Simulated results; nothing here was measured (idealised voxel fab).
process module | voxel released beams
cross-section cut | 155 nm wide | cells 5 nm
A cross-section is a grid of square cells, given in bands from the top down. A band is one or more rows of cells.
Each band's line starts with the height of the band's top and of its bottom, in nm. Then come its materials from left to right, each with its width in nm. One material with "throughout" fills the band from edge to edge. "air" is empty space.
Height 0 is the level under which the wafer as received is all one material. The lowest band goes on downwards, as in "0 down".
A width such as "30 to 40" changes by the same amount from each row of cells to the next, from the band's top row to its bottom row.
"no change" after a step means that no cell of the cross-section changed.
closed voids: empty space of 8 cells or more with no open way to the top, each as width x height at its distance from the left edge, in nm
after a step's settings: what the simulator itself notes on the step
overlay nm, on a step with a mask: how far to the right of its planned place the mask lay; to the left if negative
plan
1 op RECEIVE | material Si
2 op CONFORMAL_DEP | material Al2O3 | thk nm 5
3 op DIRECTIONAL_DEP | material SiO2 | thk nm 15
4 op DIRECTIONAL_DEP | material aC | thk nm 10
5 op PATTERN | tone open | mask id ANCHOR | material resist | width nm 35 | thk nm 25 | overlay nm 0
6 op DIRECTIONAL_ETCH | etch materials aC | depth nm 10
7 op STRIP | etch materials resist
8 op DIRECTIONAL_ETCH | etch materials SiO2 | depth nm 15
9 op STRIP | etch materials aC
10 op CONFORMAL_DEP | material W | thk nm 10
11 op DIRECTIONAL_DEP | material aC | thk nm 15
12 op PATTERN | tone cover | mask id BEAM | material resist | width nm 100 | thk nm 35 | overlay nm 0
13 op DIRECTIONAL_ETCH | etch materials aC | depth nm 15
14 op STRIP | etch materials resist
15 op DIRECTIONAL_ETCH | etch materials W | depth nm 10
16 op STRIP | etch materials aC
17 op STRIP | etch materials SiO2
as received, after step 1
  0 down: Si throughout
  closed voids: none
a wafer at the end: this start, this plan, one mistake
  25 to 15: air 25 | W 15 | air 15 | W 70 | air 30
  15 to 10: air 30 | W 10 | air 15 | W 10 | air 90
  10 to 0: air 30 | W 35 | air 90
  0 down: Si throughout
  closed voids: none
what went wrong: step 2 was left out
